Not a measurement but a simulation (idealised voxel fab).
The document below concerns the process module designated voxel self aligned vias.
Shown is cross-section cut, with a width of 235 nm and square cells of size 5 nm.
Each cross-section below is a grid of square cells, stated as bands in top-down order, with one or more rows of cells making up each band.
What a band's entry tells you: where the top is and where the bottom is, as heights in nm, and after that what lies inside, material by material from left to right, each with its width in nm. Empty space is written as the word "empty", and a single material marked with the word "throughout" occupies the band from edge to edge.
Measure heights from 0. That's the level where, below it, the as-received wafer is all one material. The lowest band is bottomless and extends downward; write it as in "top 0, no bottom".
Width: "30..40" (first number = top row, second number = bottom row, same change from row to row of cells).
The designation "same as before", where it is given for a processing step, indicates that no cell of the cross-section was altered in the course of that step.
"Non-vented voids": sealed empty spaces, 8 cells or more, no open way to top, listed width x height at distance, with distance from the left edge and width, height and distance in nm.
Formally, on a step line, whatever follows the settings is a remark that the simulator itself makes on the step.
"overlay nm" on a masked step: distance the mask lay right of its planned place, negative for left.
The planned process steps are enumerated hereunder:
step 1: RECEIVE (material Si)
step 2: CONFORMAL_DEP (material SiO2; thk nm 15)
step 3: CONFORMAL_DEP (material SiCN; thk nm 5)
step 4: DIRECTIONAL_DEP (material lowk; thk nm 30)
step 5: DIRECTIONAL_DEP (material aC; thk nm 15)
step 6: PATTERN (tone open; mask id LINES; material resist; width nm 20; pitch nm 60; thk nm 35; overlay nm 0)
step 7: DIRECTIONAL_ETCH (etch materials aC; depth nm 15)
step 8: STRIP (etch materials resist)
step 9: DIRECTIONAL_ETCH (etch materials lowk; depth nm 30)
step 10: STRIP (etch materials aC)
step 11: CONFORMAL_DEP (material TiN; thk nm 5)
step 12: FILL_DEP (material Ru; thk nm 5)
step 13: CMP (height nm 50)
step 14: SELECTIVE_ETCH (etch materials W Ru TiN; depth nm 5)
step 15: FILL_DEP (material SiN; thk nm 5)
step 16: CMP (height nm 50)
step 17: DIRECTIONAL_DEP (material lowk; thk nm 20)
step 18: PATTERN (tone open; mask id VIAS; material resist; width nm 30; pitch nm 60; thk nm 15; overlay nm 0)
step 19: DIRECTIONAL_ETCH (etch materials lowk; depth nm 20)
step 20: DIRECTIONAL_ETCH (etch materials SiN; depth nm 5)
step 21: STRIP (etch materials resist)
step 22: CONFORMAL_DEP (material TiN; thk nm 5)
step 23: FILL_DEP (material Cu; thk nm 10)
step 24: CMP (height nm 70)
step 25: CONFORMAL_DEP (material SiCN; thk nm 5)
First of the two wafers, run per plan:
Cross-sectional view of the wafer in its as-received condition, corresponding to the state after step 1:
> top 0, no bottom  Si throughout
> Non-vented voids: none
The wafer, seen in cross-section, after step 2:
> top 15, bottom 0  SiO2 throughout
> Below 0, no change.
The wafer, seen in cross-section, after step 3:
> top 20, bottom 15  SiCN throughout
> Below 15, no change.
The wafer, seen in cross-section, after step 4:
> top 50, bottom 20  lowk throughout
> Below 20, no change.
The wafer, seen in cross-section, after step 5:
> top 65, bottom 50  aC throughout
> Below 50, no change.
The wafer, seen in cross-section, after step 6:
> top 100, bottom 65  resist (75), then empty (20), then resist (40), then empty (20), then resist (80)
> Below 65, no change.
The wafer, seen in cross-section, after step 7:
> top 85, bottom 65  resist (75), then empty (20), then resist (40), then empty (20), then resist (80)
> top 65, bottom 50  aC (75), then empty (20), then aC (40), then empty (20), then aC (80)
> Below 50, no change.
The wafer, seen in cross-section, after step 8:
> top 65, bottom 50  aC (75), then empty (20), then aC (40), then empty (20), then aC (80)
> Below 50, no change.
The wafer, seen in cross-section, after step 9:
> top 65, bottom 50  aC (75), then empty (20), then aC (40), then empty (20), then aC (80)
> top 50, bottom 20  lowk (75), then empty (20), then lowk (40), then empty (20), then lowk (80)
> Below 20, no change.
The wafer, seen in cross-section, after step 10:
> top 50, bottom 20  lowk (75), then empty (20), then lowk (40), then empty (20), then lowk (80)
> Below 20, no change.
The wafer, seen in cross-section, after step 11:
> top 55, bottom 50  TiN (80), then empty (10), then TiN (50), then empty (10), then TiN (85)
> top 50, bottom 25  lowk (75), then TiN (5), then empty (10), then TiN (5), then lowk (40), then TiN (5), then empty (10), then TiN (5), then lowk (80)
> top 25, bottom 20  lowk (75), then TiN (20), then lowk (40), then TiN (20), then lowk (80)
> Below 20, no change.
The wafer, seen in cross-section, after step 12:
> top 60, bottom 55  Ru throughout
> top 55, bottom 50  TiN (80), then Ru (10), then TiN (50), then Ru (10), then TiN (85)
> top 50, bottom 25  lowk (75), then TiN (5), then Ru (10), then TiN (5), then lowk (40), then TiN (5), then Ru (10), then TiN (5), then lowk (80)
> Below 25, no change.
The wafer, seen in cross-section, after step 13:
> top 50, bottom 25  lowk (75), then TiN (5), then Ru (10), then TiN (5), then lowk (40), then TiN (5), then Ru (10), then TiN (5), then lowk (80)
> Below 25, no change.
The wafer, seen in cross-section, after step 14:
> top 50, bottom 45  lowk (75), then empty (20), then lowk (40), then empty (20), then lowk (80)
> Below 45, no change.
The wafer, seen in cross-section, after step 15:
> top 55, bottom 50  SiN throughout
> top 50, bottom 45  lowk (75), then SiN (20), then lowk (40), then SiN (20), then lowk (80)
> Below 45, no change.
The wafer, seen in cross-section, after step 16:
> top 50, bottom 45  lowk (75), then SiN (20), then lowk (40), then SiN (20), then lowk (80)
> Below 45, no change.
The wafer, seen in cross-section, after step 17:
> top 70, bottom 50  lowk throughout
> Below 50, no change.
The wafer, seen in cross-section, after step 18:
> top 85, bottom 70  resist (70), then empty (30), then resist (30), then empty (30), then resist (75)
> Below 70, no change.
The wafer, seen in cross-section, after step 19:
> top 85, bottom 70  resist (70), then empty (30), then resist (30), then empty (30), then resist (75)
> top 70, bottom 50  lowk (70), then empty (30), then lowk (30), then empty (30), then lowk (75)
> Below 50, no change.
The wafer, seen in cross-section, after step 20:
> top 85, bottom 70  resist (70), then empty (30), then resist (30), then empty (30), then resist (75)
> top 70, bottom 50  lowk (70), then empty (30), then lowk (30), then empty (30), then lowk (75)
> top 50, bottom 45  lowk (75), then empty (20), then lowk (40), then empty (20), then lowk (80)
> Below 45, no change.
The wafer, seen in cross-section, after step 21:
> top 70, bottom 50  lowk (70), then empty (30), then lowk (30), then empty (30), then lowk (75)
> Below 50, no change.
The wafer, seen in cross-section, after step 22:
> top 75, bottom 70  TiN (75), then empty (20), then TiN (40), then empty (20), then TiN (80)
> top 70, bottom 55  lowk (70), then TiN (5), then empty (20), then TiN (5), then lowk (30), then TiN (5), then empty (20), then TiN (5), then lowk (75)
> top 55, bottom 50  lowk (70), then TiN (10), then empty (10), then TiN (10), then lowk (30), then TiN (10), then empty (10), then TiN (10), then lowk (75)
> top 50, bottom 45  lowk (75), then TiN (20), then lowk (40), then TiN (20), then lowk (80)
> Below 45, no change.
The wafer, seen in cross-section, after step 23:
> top 85, bottom 75  Cu throughout
> top 75, bottom 70  TiN (75), then Cu (20), then TiN (40), then Cu (20), then TiN (80)
> top 70, bottom 55  lowk (70), then TiN (5), then Cu (20), then TiN (5), then lowk (30), then TiN (5), then Cu (20), then TiN (5), then lowk (75)
> top 55, bottom 50  lowk (70), then TiN (10), then Cu (10), then TiN (10), then lowk (30), then TiN (10), then Cu (10), then TiN (10), then lowk (75)
> Below 50, no change.
The wafer, seen in cross-section, after step 24:
> top 70, bottom 55  lowk (70), then TiN (5), then Cu (20), then TiN (5), then lowk (30), then TiN (5), then Cu (20), then TiN (5), then lowk (75)
> Below 55, no change.
The wafer, seen in cross-section, after step 25:
> top 75, bottom 70  SiCN throughout
> Below 70, no change.
The second wafer was prepared from the same starting point and under the same plan as the first; its processing contained one mistake, and it remains indistinguishable from the first wafer up to and including step 2:
Planned end of step 3: second wafer, cross-section:
> top 45, bottom 15  lowk throughout
> Below 15, no change.
Planned end of step 4: second wafer, cross-section:
> top 50, bottom 45  SiCN throughout
> Below 45, no change.
Planned end of step 5: second wafer, cross-section:
> top 65, bottom 50  aC throughout
> Below 50, no change.
Planned end of step 6: second wafer, cross-section:
> top 100, bottom 65  resist (75), then empty (20), then resist (40), then empty (20), then resist (80)
> Below 65, no change.
Planned end of step 7: second wafer, cross-section:
> top 85, bottom 65  resist (75), then empty (20), then resist (40), then empty (20), then resist (80)
> top 65, bottom 50  aC (75), then empty (20), then aC (40), then empty (20), then aC (80)
> Below 50, no change.
Planned end of step 8: second wafer, cross-section:
> top 65, bottom 50  aC (75), then empty (20), then aC (40), then empty (20), then aC (80)
> Below 50, no change.
Planned end of step 9: second wafer, cross-section: same as before
Planned end of step 10: second wafer, cross-section:
> top 50, bottom 45  SiCN throughout
> Below 45, no change.
Planned end of step 11: second wafer, cross-section:
> top 55, bottom 50  TiN throughout
> Below 50, no change.
Planned end of step 12: second wafer, cross-section:
> top 60, bottom 55  Ru throughout
> Below 55, no change.
Planned end of step 13: second wafer, cross-section:
> top 50, bottom 45  SiCN throughout
> Below 45, no change.
Planned end of step 14: second wafer, cross-section: same as before
Planned end of step 15: second wafer, cross-section:
> top 55, bottom 50  SiN throughout
> Below 50, no change.
Planned end of step 16: second wafer, cross-section:
> top 50, bottom 45  SiCN throughout
> Below 45, no change.
Planned end of step 17: second wafer, cross-section:
> top 70, bottom 50  lowk throughout
> Below 50, no change.
Planned end of step 18: second wafer, cross-section:
> top 85, bottom 70  resist (70), then empty (30), then resist (30), then empty (30), then resist (75)
> Below 70, no change.
Planned end of step 19: second wafer, cross-section:
> top 85, bottom 70  resist (70), then empty (30), then resist (30), then empty (30), then resist (75)
> top 70, bottom 50  lowk (70), then empty (30), then lowk (30), then empty (30), then lowk (75)
> Below 50, no change.
Planned end of step 20: second wafer, cross-section: same as before
Planned end of step 21: second wafer, cross-section:
> top 70, bottom 50  lowk (70), then empty (30), then lowk (30), then empty (30), then lowk (75)
> Below 50, no change.
Planned end of step 22: second wafer, cross-section:
> top 75, bottom 70  TiN (75), then empty (20), then TiN (40), then empty (20), then TiN (80)
> top 70, bottom 55  lowk (70), then TiN (5), then empty (20), then TiN (5), then lowk (30), then TiN (5), then empty (20), then TiN (5), then lowk (75)
> top 55, bottom 50  lowk (70), then TiN (30), then lowk (30), then TiN (30), then lowk (75)
> Below 50, no change.
Planned end of step 23: second wafer, cross-section:
> top 85, bottom 75  Cu throughout
> top 75, bottom 70  TiN (75), then Cu (20), then TiN (40), then Cu (20), then TiN (80)
> top 70, bottom 55  lowk (70), then TiN (5), then Cu (20), then TiN (5), then lowk (30), then TiN (5), then Cu (20), then TiN (5), then lowk (75)
> Below 55, no change.
Planned end of step 24: second wafer, cross-section:
> top 70, bottom 55  lowk (70), then TiN (5), then Cu (20), then TiN (5), then lowk (30), then TiN (5), then Cu (20), then TiN (5), then lowk (75)
> Below 55, no change.
Planned end of step 25: second wafer, cross-section:
> top 75, bottom 70  SiCN throughout
> Below 70, no change.
What was done differently from what was planned? the processing plan was not followed for steps 3 and 4, which were run with their positions exchanged
Wafer comparison, final, in cells, second relative to first, materials more or fewer: Cu -4; Ru -16; TiN -28; lowk +48
